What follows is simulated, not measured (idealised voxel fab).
This section sets out a process module, namely voxel lift off.
We display cut, a cross-section 225 nm in width whose square cells are each 5 nm.
When this document writes out a cross-section, it uses a grid of square cells and lists it as bands, beginning at the top and moving down, with a band standing for one or more rows of cells. Read a band's entry like this: the first values are the height of its top and the height of its bottom in nm, and what follows is the sequence of materials from left to right, each with its width in nm. Note that "empty" is empty space, and that a single material marked "edge to edge" reaches across the band from edge to edge. Measure heights from 0. That's the level where, below it, the as-received wafer is all one material. The lowest band is bottomless and extends downward; write it as in "z 0 and below". When a width is written as two numbers, as in "30..40", the first number is the width in the top row of cells of the band and the second is the width in its bottom row, and the width changes by the same amount from each row to the next. The designation "identical to before", where it is given for a processing step, indicates that no cell of the cross-section was altered in the course of that step. Listed in "Closed cavities": every empty space of 8 or more cells without an open way to the top. Form: width x height at distance, the distance being from the left edge, all in nm. Note: text after step settings on the step line = simulator remark on that step. overlay nm: how far to the right of its planned place the mask lay on this masked step (negative: to the left).

These are the steps we planned for the process
- 1: op RECEIVE | material Si
- 2: op CONFORMAL_DEP | material Al2O3 | thk nm 15
- 3: op PATTERN | tone open | mask id LINES | material resist | width nm 25 | pitch nm 40 | thk nm 25 | overlay nm 0
- 4: op DIRECTIONAL_DEP | material Ru | thk nm 15
- 5: op STRIP | etch materials resist
- 6: op CONFORMAL_DEP | material SiN | thk nm 5

Wafer, first of two, run as planned

Incoming wafer in cross-section (state: after step 1)
z 0 and below | Si edge to edge
Closed cavities: none

How the wafer stands in section after step 2
z 15 to 0 | Al2O3 edge to edge
All layers under 0 are left as they were.

How the wafer stands in section after step 3
z 40 to 15 | 80 nm resist / 25 nm empty / 15 nm resist / 25 nm empty / 80 nm resist
All layers under 15 are left as they were.

How the wafer stands in section after step 4
z 55 to 40 | 80 nm Ru / 25 nm empty / 15 nm Ru / 25 nm empty / 80 nm Ru
z 40 to 30 | 80 nm resist / 25 nm empty / 15 nm resist / 25 nm empty / 80 nm resist
z 30 to 15 | 80 nm resist / 25 nm Ru / 15 nm resist / 25 nm Ru / 80 nm resist
All layers under 15 are left as they were.

How the wafer stands in section after step 5
z 30 to 15 | 80 nm empty / 25 nm Ru / 15 nm empty / 25 nm Ru / 80 nm empty
All layers under 15 are left as they were.

How the wafer stands in section after step 6
z 35 to 30 | 75 nm empty / 35 nm SiN / 5 nm empty / 35 nm SiN / 75 nm empty
z 30 to 20 | 75 nm empty / 5 nm SiN / 25 nm Ru / 5 nm SiN / 5 nm empty / 5 nm SiN / 25 nm Ru / 5 nm SiN / 75 nm empty
z 20 to 15 | 80 nm SiN / 25 nm Ru / 15 nm SiN / 25 nm Ru / 80 nm SiN
All layers under 15 are left as they were.

Second wafer, same starting state and plan as the first, one mistake in the run, identical through step 5

Second wafer, cross-section, planned end of step 6
z 35 to 30 | 75 nm empty / 35 nm Al2O3 / 5 nm empty / 35 nm Al2O3 / 75 nm empty
z 30 to 20 | 75 nm empty / 5 nm Al2O3 / 25 nm Ru / 5 nm Al2O3 / 5 nm empty / 5 nm Al2O3 / 25 nm Ru / 5 nm Al2O3 / 75 nm empty
z 20 to 15 | 80 nm Al2O3 / 25 nm Ru / 15 nm Al2O3 / 25 nm Ru / 80 nm Al2O3
All layers under 15 are left as they were.
The mistake made against the process plan was this: step 6, actual vs plan mismatch, actual run op CONFORMAL_DEP | material Al2O3 | thk nm 5
Upon completion, the second wafer contains, in terms of cells, a greater or smaller amount of certain materials than the first wafer: Al2O3: 57 more; SiN: 57 fewer
